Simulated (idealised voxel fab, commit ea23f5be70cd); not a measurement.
The document below concerns the process module designated voxel self aligned contacts.
In the cross-section labelled cut, the width is 230 nm and each square cell is 5 nm.
For the purposes of this document, a cross-section shall be understood as a grid of square cells, specified as bands listed in top-to-bottom order, each band consisting of one or more rows of cells. Top height, bottom height, nm. Materials left to right, width each, nm. Single material + "everywhere" = fills band edge to edge. "empty" = empty. Height datum 0, below which the as-received substrate wafer is one material. Lowest band open at the bottom, running downward: "from 0 down". So if you see something like "30 to 40" for the width, read it as the top row of the band sitting at the first number and the bottom row at the second, with every row in between moving by the same amount as the last. Any step labelled "nothing altered" changed none of the cells in the cross-section. The label "Sealed-off cavities" introduces a list of the empty spaces, 8 cells or larger, that have no open way up to the top; each entry in it reads width x height at distance, where the distance is taken from the left edge and all three are stated in nm. Anything after a step's settings on that line? It's the simulator's own note about the step. overlay nm: mask offset rightward from planned place, masked step; negative means leftward offset.
Intended process steps:
1,RECEIVE [material Si]
2,OXIDIZE [depth nm 5]
3,DIRECTIONAL_DEP [material polySi] [thk nm 30]
4,DIRECTIONAL_DEP [material SiN] [thk nm 25]
5,PATTERN [tone cover] [mask id GATE] [material resist] [width nm 30] [pitch nm 65] [thk nm 20] [overlay nm 0]
6,DIRECTIONAL_ETCH [etch materials SiN] [depth nm 25]
7,DIRECTIONAL_ETCH [etch materials polySi] [depth nm 30]
8,STRIP [etch materials resist]
9,CONFORMAL_DEP [material SiN] [thk nm 10]
10,DIRECTIONAL_ETCH [etch materials SiN] [depth nm 10]
11,FILL_DEP [material SiO2] [thk nm 20]
12,CMP [height nm 65]
13,DIRECTIONAL_DEP [material aC] [thk nm 15]
14,PATTERN [tone open] [mask id CONTACT] [material resist] [width nm 45] [pitch nm 65] [thk nm 35] [overlay nm 0]
15,DIRECTIONAL_ETCH [etch materials aC] [depth nm 15]
16,STRIP [etch materials resist]
17,DIRECTIONAL_ETCH [etch materials SiO2] [depth nm 70]
18,STRIP [etch materials aC]
19,CONFORMAL_DEP [material TiN] [thk nm 5]
20,FILL_DEP [material W] [thk nm 10]
21,CMP [height nm 65]
22,CONFORMAL_DEP [material SiCN] [thk nm 5]
Step 1 complete: cross-section of the wafer as received:
* from 0 down: Si everywhere
* Sealed-off cavities: none
Cross-sectional view of the first of the two wafers upon completion of the module, processed in accordance with the plan:
* from 70 to 65: SiCN everywhere
* from 65 to 55: SiO2 60, TiN 5 to 20, W 35 to 5, TiN 5 to 20, SiO2 20, TiN 5 to 20, W 35 to 5, TiN 5 to 20, SiO2 60
* from 55 to 30: SiO2 25, SiN 50, TiN 5, W 5, TiN 5, SiN 50, TiN 5, W 5, TiN 5, SiN 50, SiO2 25
* from 30 to 0: SiO2 25, SiN 10, polySi 30, SiN 10, TiN 5, W 5, TiN 5, SiN 10, polySi 30, SiN 10, TiN 5, W 5, TiN 5, SiN 10, polySi 30, SiN 10, SiO2 25
* from 0 to -5: SiO2 75, TiN 15, SiO2 50, TiN 15, SiO2 75
* from -5 down: Si everywhere
* Sealed-off cavities: none
The second wafer, shown in cross-section after the module: started the same way as the first and given the same plan, yet one mistake crept into how it was run:
* from 70 to 65: SiCN everywhere
* from 65 to 55: SiO2 60, SiCN 5 to 20, W 35 to 5, SiCN 5 to 20, SiO2 20, SiCN 5 to 20, W 35 to 5, SiCN 5 to 20, SiO2 60
* from 55 to 30: SiO2 25, SiN 50, SiCN 5, W 5, SiCN 5, SiN 50, SiCN 5, W 5, SiCN 5, SiN 50, SiO2 25
* from 30 to 0: SiO2 25, SiN 10, polySi 30, SiN 10, SiCN 5, W 5, SiCN 5, SiN 10, polySi 30, SiN 10, SiCN 5, W 5, SiCN 5, SiN 10, polySi 30, SiN 10, SiO2 25
* from 0 to -5: SiO2 75, SiCN 15, SiO2 50, SiCN 15, SiO2 75
* from -5 down: Si everywhere
* Sealed-off cavities: none
Error vs. plan: for step 19, the planned setting was not used; the step was instead run as CONFORMAL_DEP [material SiCN] [thk nm 5]
Final wafer comparison in cells, second versus first, more or fewer per material: SiCN +70 | TiN -70
